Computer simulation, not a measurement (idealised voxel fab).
process module | voxel wiring stack
cross-section cut | 140 nm wide | cells 5 nm
A cross-section is a grid of square cells, given in bands from the top down. A band is one or more rows of cells.
Each band's line starts with the height of the band's top and of its bottom, in nm. Then come its materials from left to right, each with its width in nm. One material with "throughout" fills the band from edge to edge. "air" is empty space.
Height 0 is the level under which the wafer as received is all one material. The lowest band goes on downwards, as in "0 down".
A width such as "30 to 40" changes by the same amount from each row of cells to the next, from the band's top row to its bottom row.
"no change" after a step means that no cell of the cross-section changed.
closed voids: empty space of 8 cells or more with no open way to the top, each as width x height at its distance from the left edge, in nm
after a step's settings: what the simulator itself notes on the step
overlay nm, on a step with a mask: how far to the right of its planned place the mask lay; to the left if negative
plan
1 op RECEIVE | material Si
2 op CONFORMAL_DEP | material SiO2 | thk nm 15
3 op DIRECTIONAL_DEP | material TiN | thk nm 5
4 op DIRECTIONAL_DEP | material W | thk nm 15
5 op PATTERN | tone cover | mask id METAL_1 | material resist | width nm 20 | pitch nm 40 | thk nm 20 | overlay nm 0
6 op DIRECTIONAL_ETCH | etch materials W | depth nm 15
7 op DIRECTIONAL_ETCH | etch materials TiN | depth nm 5
8 op STRIP | etch materials resist
9 op FILL_DEP | material SiO2 | thk nm 5
10 op CMP | height nm 35
11 op CONFORMAL_DEP | material SiCN | thk nm 5
12 op DIRECTIONAL_DEP | material lowk | thk nm 35
13 op MASKED_ETCH | tone open | mask id METAL_2_HOLES | width nm 15 | pitch nm 40 | etch materials lowk | depth nm 35 | overlay nm 0
14 op PATTERN | tone open | mask id METAL_2 | material resist | width nm 20 | pitch nm 40 | thk nm 15 | overlay nm 0
15 op DIRECTIONAL_ETCH | etch materials lowk | depth nm 20
16 op DIRECTIONAL_ETCH | etch materials SiCN | depth nm 5
17 op STRIP | etch materials resist
18 op CONFORMAL_DEP | material TiN | thk nm 5
19 op FILL_DEP | material Ru | thk nm 5
20 op CMP | height nm 75
21 op CONFORMAL_DEP | material SiN | thk nm 5
as received, after step 1
  0 down: Si throughout
  closed voids: none
first wafer at the end, as planned
  80 to 75: SiN throughout
  75 to 60: lowk 20 | TiN 5 | Ru 10 | TiN 5 | lowk 20 | TiN 5 | Ru 10 | TiN 5 | lowk 20 | TiN 5 | Ru 10 | TiN 5 | lowk 20
  60 to 55: lowk 20 | TiN 5 | Ru 5 | TiN 10 | lowk 20 | TiN 5 | Ru 5 | TiN 10 | lowk 20 | TiN 5 | Ru 5 | TiN 10 | lowk 20
  55 to 40: lowk 20 | TiN 5 | Ru 5 | TiN 5 | lowk 25 | TiN 5 | Ru 5 | TiN 5 | lowk 25 | TiN 5 | Ru 5 | TiN 5 | lowk 25
  40 to 35: SiCN 20 | TiN 15 | SiCN 25 | TiN 15 | SiCN 25 | TiN 15 | SiCN 25
  35 to 20: SiO2 20 | W 20 | SiO2 20 | W 20 | SiO2 20 | W 20 | SiO2 20
  20 to 15: SiO2 20 | TiN 20 | SiO2 20 | TiN 20 | SiO2 20 | TiN 20 | SiO2 20
  15 to 0: SiO2 throughout
  0 down: Si throughout
  closed voids: none
second wafer at the end: like start, like plan, one mistake
  80 to 75: SiN throughout
  75 to 70: SiCN 20 | TiN 20 | SiCN 20 | TiN 20 | SiCN 20 | TiN 20 | SiCN 20
  70 to 35: lowk throughout
  35 to 20: SiO2 20 | W 20 | SiO2 20 | W 20 | SiO2 20 | W 20 | SiO2 20
  20 to 15: SiO2 20 | TiN 20 | SiO2 20 | TiN 20 | SiO2 20 | TiN 20 | SiO2 20
  15 to 0: SiO2 throughout
  0 down: Si throughout
  closed voids: none
what went wrong: steps 11 and 12 were swapped
at the end the second wafer has, in cells: 30 fewer of Ru | 3 fewer of SiCN | 42 fewer of TiN | 75 more of lowk
